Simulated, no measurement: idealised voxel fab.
The document below concerns the process module designated voxel lift off.
Cross-section cut spans 155 nm and uses square cells 5 nm in size.
Think of the cross-section as a grid of square cells. We describe it in bands, top to bottom, and each band covers one or more rows of those cells. A band entry consists of two parts. The first gives the height of the band's top and the height of its bottom, in nm. The rest lists the band's materials from left to right, each with its width in nm. A single material labelled with the word "throughout" fills the band from edge to edge, and the word "empty" marks empty space. It should be noted that heights are counted from 0, beneath which the wafer as supplied is of one material throughout, and that the lowest band possesses no lower boundary but continues downward, as written in "top 0, no bottom". Read "30->40" as a graded width: first number on top, second number at the bottom, same change between each pair of neighbouring rows. Any step labelled "nothing different" changed none of the cells in the cross-section. Any empty space of 8 cells or more lacking an open way to the top shows up in "Closed cavities" as width x height at distance, distance from the left edge, in nm. Past the settings on a step's line: simulator remark, on that step. Regarding "overlay nm": on a step with a mask, it is the distance the mask lay to the right of its planned place; a negative value places it to the left.

-- Steps planned for the process
1,RECEIVE: material Si
2,CONFORMAL_DEP: material SiN, thk nm 10
3,PATTERN: tone open, mask id LINES, material resist, width nm 15, pitch nm 40, thk nm 25, overlay nm 0
4,DIRECTIONAL_DEP: material Ru, thk nm 5
5,STRIP: etch materials resist
6,CONFORMAL_DEP: material SiO2, thk nm 5
The wafers in this document start out alike and differ in the thk nm applied at step 4; the plan shows the value used for the first wafer.

-- Cross-section of the first of several wafers on receipt, reflecting completion of step 1
  top 0, no bottom: Si throughout
  Closed cavities: none

-- Cross-section after step 6, the final step of the module, for the first of several wafers
  top 20, bottom 15: 25 of empty | 25 of SiO2 | 15 of empty | 25 of SiO2 | 15 of empty | 25 of SiO2 | 25 of empty
  top 15, bottom 10: 30 of SiO2 | 15 of Ru | 25 of SiO2 | 15 of Ru | 25 of SiO2 | 15 of Ru | 30 of SiO2
  top 10, bottom 0: SiN throughout
  top 0, no bottom: Si throughout
  Closed cavities: none

-- Cross-sectional view, end of module, last wafer of several
  top 35, bottom 30: 25 of empty | 25 of SiO2 | 15 of empty | 25 of SiO2 | 15 of empty | 25 of SiO2 | 25 of empty
  top 30, bottom 15: 25 of empty | 5 of SiO2 | 15 of Ru | 5 of SiO2 | 15 of empty | 5 of SiO2 | 15 of Ru | 5 of SiO2 | 15 of empty | 5 of SiO2 | 15 of Ru | 5 of SiO2 | 25 of empty
  top 15, bottom 10: 30 of SiO2 | 15 of Ru | 25 of SiO2 | 15 of Ru | 25 of SiO2 | 15 of Ru | 30 of SiO2
  top 10, bottom 0: SiN throughout
  top 0, no bottom: Si throughout
  Closed cavities: none

-- Tabulated below, wafer by wafer, are the end-of-module results: for each material, the number of cells gained (+) or lost (-) relative to the as-received state, followed by the closed voids
thk nm 5; +9 Ru; +62 SiN; +37 SiO2; Closed cavities: none
thk nm 10; +18 Ru; +62 SiN; +43 SiO2; Closed cavities: none
thk nm 15; +27 Ru; +62 SiN; +49 SiO2; Closed cavities: none
thk nm 20; +36 Ru; +62 SiN; +55 SiO2; Closed cavities: none
